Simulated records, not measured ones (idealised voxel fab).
voxel wiring stack: a process module
Shown is cross-section cut, with a width of 235 nm and square cells of size 5 nm.
We lay out every cross-section as a grid of square cells and spell it out in bands from the top down, where one band means one or more rows of cells. In this notation a band is specified by the heights of its top and bottom, in that order and in nm, after which its materials appear from left to right, each paired with its width in nm. The word "edge to edge" attached to a single material means that material fills the band from edge to edge; the word "empty" stands for empty space. All heights in this document are referenced to 0, defined as the level beneath which the wafer, as received, consists entirely of one material. The lowest band is not bounded below; it extends indefinitely downward and is written in the form "z 0 and below". Quick explanation for "30..40": the width changes in equal steps down the rows of cells, from the first number in the band's top row to the second number in its bottom row. Key: "remains unaltered" - step with no changed cell in the cross-section. Under "Closed cavity list" you'll find the enclosed gaps, the ones with no way out to the top, that are 8 cells or bigger; each reads width x height at distance, with distance counted from the left edge, everything in nm. On a step's line, text after the settings is the simulator commenting on that step. overlay nm: how far to the right of its planned place the mask lay on this masked step (negative: to the left).
# List of planned process steps
1. RECEIVE with material Si
2. CONFORMAL_DEP with material SiO2, thk nm 10
3. DIRECTIONAL_DEP with material TiN, thk nm 5
4. DIRECTIONAL_DEP with material W, thk nm 20
5. PATTERN with tone cover, mask id METAL_1, material resist, width nm 20, pitch nm 40, thk nm 20, overlay nm 0
6. DIRECTIONAL_ETCH with etch materials W, depth nm 20
7. DIRECTIONAL_ETCH with etch materials TiN, depth nm 5
8. STRIP with etch materials resist
9. FILL_DEP with material lowk, thk nm 5
10. CMP with height nm 35
11. CONFORMAL_DEP with material SiCN, thk nm 5
12. DIRECTIONAL_DEP with material lowk, thk nm 30
13. PATTERN with tone open, mask id METAL_2, material resist, width nm 20, pitch nm 40, thk nm 20, overlay nm 0
14. DIRECTIONAL_ETCH with etch materials lowk, depth nm 20
15. STRIP with etch materials resist
16. MASKED_ETCH with tone open, mask id METAL_2_HOLES, width nm 15, etch materials lowk, depth nm 10, overlay nm 0
17. MASKED_ETCH with tone open, mask id METAL_2_HOLES, width nm 15, etch materials SiCN, depth nm 5, overlay nm 0
18. CONFORMAL_DEP with material TiN, thk nm 5
19. FILL_DEP with material Cu, thk nm 5
20. CMP with height nm 70
21. CONFORMAL_DEP with material SiCN, thk nm 5
22. DIRECTIONAL_DEP with material lowk, thk nm 35
23. DIRECTIONAL_DEP with material aC, thk nm 10
24. PATTERN with tone open, mask id METAL_3, material resist, width nm 20, pitch nm 40, thk nm 30, overlay nm 0
25. DIRECTIONAL_ETCH with etch materials aC, depth nm 10
26. STRIP with etch materials resist
27. DIRECTIONAL_ETCH with etch materials lowk, depth nm 20
28. STRIP with etch materials aC
29. DIRECTIONAL_DEP with material aC, thk nm 15
30. PATTERN with tone open, mask id METAL_3_HOLES, material resist, width nm 15, thk nm 35, overlay nm 0
31. DIRECTIONAL_ETCH with etch materials aC, depth nm 15
32. STRIP with etch materials resist
33. DIRECTIONAL_ETCH with etch materials lowk, depth nm 15
34. DIRECTIONAL_ETCH with etch materials SiCN, depth nm 5
35. STRIP with etch materials aC
36. CONFORMAL_DEP with material TiN, thk nm 5
37. FILL_DEP with material Cu, thk nm 5
38. CMP with height nm 110
39. CONFORMAL_DEP with material SiCN, thk nm 5
40. DIRECTIONAL_DEP with material lowk, thk nm 10
41. MASKED_ETCH with tone open, mask id PLUG_3, width nm 15, pitch nm 40, etch materials lowk, depth nm 10, overlay nm 0
42. MASKED_ETCH with tone open, mask id PLUG_3, width nm 15, pitch nm 40, etch materials SiCN, depth nm 5, overlay nm 0
43. EPI with material Ru, thk nm 10
44. EPI with material Ru, thk nm 5
45. CONFORMAL_DEP with material SiN, thk nm 5
46. DIRECTIONAL_DEP with material lowk, thk nm 20
47. MASKED_ETCH with tone open, mask id METAL_4, width nm 20, pitch nm 40, etch materials lowk, depth nm 20, overlay nm 0
48. MASKED_ETCH with tone open, mask id METAL_4, width nm 20, pitch nm 40, etch materials SiN, depth nm 5, overlay nm 0
49. CONFORMAL_DEP with material TiN, thk nm 5
50. FILL_DEP with material Ru, thk nm 5
51. CMP with height nm 150
52. EPI with material Ru, thk nm 5
53. FILL_DEP with material SiCN, thk nm 5
# Cross-section of the wafer as it came to us, i.e., already through step 1
> z 0 and below = Si edge to edge
> Closed cavity list: none
# One mistake in running the module, otherwise start and plan as above: cross-section at the end
> z 160 to 155 = SiCN edge to edge
> z 155 to 150 = SiCN 80, Ru 30, SiCN 10, Ru 30, SiCN 85
> z 150 to 130 = lowk 85, TiN 5, Ru 10, TiN 5, lowk 20, TiN 5, Ru 10, TiN 5, lowk 90
> z 130 to 125 = SiN 85, TiN 20, SiN 20, TiN 20, SiN 90
> z 125 to 115 = lowk 85, Ru 15, lowk 25, Ru 15, lowk 95
> z 115 to 110 = SiCN 85, Ru 15, SiCN 25, Ru 15, SiCN 95
> z 110 to 80 = lowk 85, TiN 5, Cu 10, TiN 5, lowk 20, TiN 5, Cu 10, TiN 5, lowk 90
> z 80 to 75 = lowk 85, TiN 5, Cu 5, TiN 10, lowk 20, TiN 20, lowk 90
> z 75 to 70 = SiCN 85, TiN 15, SiCN 135
> z 70 to 55 = lowk 85, TiN 5, Cu 10, TiN 5, lowk 20, TiN 5, Cu 10, TiN 5, lowk 90
> z 55 to 50 = lowk 85, TiN 5, Cu 5, TiN 10, lowk 20, TiN 20, lowk 90
> z 50 to 40 = lowk 85, TiN 5, Cu 5, TiN 5, lowk 135
> z 40 to 35 = SiCN 85, TiN 15, SiCN 135
> z 35 to 15 = lowk 85, W 20, lowk 20, W 20, lowk 90
> z 15 to 10 = lowk 85, TiN 20, lowk 20, TiN 20, lowk 90
> z 10 to 0 = SiO2 edge to edge
> z 0 and below = Si edge to edge
> Closed cavity list: none
Deviation from plan: step 27 in the plan was executed twice
